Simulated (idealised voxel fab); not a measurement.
Process module heading - voxel gate over fins
The figure presents cross-section cut, which has a width of 270 nm and is divided into square cells with an edge length of 5 nm.
Cross-section format: a grid of square cells, given as bands from top to bottom; each band is one or more rows of cells.
First you get the band's top height and its bottom height, in nm, and then the materials it's made of, left to right, with each width in nm. If you see a single material with "edge to edge", that one covers the band edge to edge. "empty" is empty space.
Convention: height 0 is the level below which the wafer, as received, is all one material. The lowest band does not terminate at the bottom but continues downward, represented as "0 and below".
Graded width ("30 to 40"): value in top row of band = first number; value in bottom row = second number; row-to-row change constant.
Take "no modifications" at face value: in the step it is given for, the cross-section changed in none of its cells.
Entry "Closed void listing". Content: empty spaces with no open connection to the top, size 8 cells or greater. Each: width x height at distance. Distance: from left edge. Unit: nm.
Read whatever lies past the settings on a step's line as the simulator's own remark about the step.
"overlay nm", when on a step's line for a step with a mask, measures how far to the right of its planned place the mask lay; a negative measure means to the left.
-- The planned process steps are enumerated hereunder
| 1 | op RECEIVE | material Si |
| 2 | op CONFORMAL_DEP | material SiN | thk nm 10 |
| 3 | op MASKED_ETCH | tone cover | mask id FINS | width nm 15 | pitch nm 45 | etch materials SiN | depth nm 10 | overlay nm 0 |
| 4 | op MASKED_ETCH | tone cover | mask id FINS | width nm 15 | pitch nm 45 | etch materials Si | depth nm 35 | overlay nm 0 |
| 5 | op FILL_DEP | material SiO2 | thk nm 15 |
| 6 | op CMP | height nm 10 |
| 7 | op SELECTIVE_ETCH | etch materials SiO2 | depth nm 20 |
| 8 | op STRIP | etch materials SiN |
| 9 | op CONFORMAL_DEP | material HfO2 | thk nm 5 |
| 10 | op CONFORMAL_DEP | material TiN | thk nm 5 |
| 11 | op FILL_DEP | material W | thk nm 10 |
| 12 | op CMP | height nm 15 |
| 13 | op CONFORMAL_DEP | material SiCN | thk nm 5 |
-- Incoming wafer in cross-section (state: after step 1)
> 0 and below = Si edge to edge
> Closed void listing: none
-- Wafer cross-section at end of module: start and plan as shown above, one execution error
> 20 down to 15 = SiCN edge to edge
> 15 down to 10 = SiN edge to edge
> 10 down to 5 = 50 of SiN; 35 of TiN; 10 of SiN; 35 of TiN; 10 of SiN; 35 of TiN; 10 of SiN; 35 of TiN; 50 of SiN
> 5 down to 0 = 50 of SiN; 5 of TiN; 25 of HfO2; 5 of TiN; 10 of SiN; 5 of TiN; 25 of HfO2; 5 of TiN; 10 of SiN; 5 of TiN; 25 of HfO2; 5 of TiN; 10 of SiN; 5 of TiN; 25 of HfO2; 5 of TiN; 50 of SiN
> 0 down to -5 = 55 of TiN; 5 of HfO2; 15 of Si; 5 of HfO2; 20 of TiN; 5 of HfO2; 15 of Si; 5 of HfO2; 20 of TiN; 5 of HfO2; 15 of Si; 5 of HfO2; 20 of TiN; 5 of HfO2; 15 of Si; 5 of HfO2; 55 of TiN
> -5 down to -10 = 60 of HfO2; 15 of Si; 30 of HfO2; 15 of Si; 30 of HfO2; 15 of Si; 30 of HfO2; 15 of Si; 60 of HfO2
> -10 down to -35 = 60 of SiO2; 15 of Si; 30 of SiO2; 15 of Si; 30 of SiO2; 15 of Si; 30 of SiO2; 15 of Si; 60 of SiO2
> -35 and below = Si edge to edge
> Closed void listing: none
Deviation from plan: step 11 went in with a setting other than planned; the actual run was op FILL_DEP | material SiN | thk nm 10
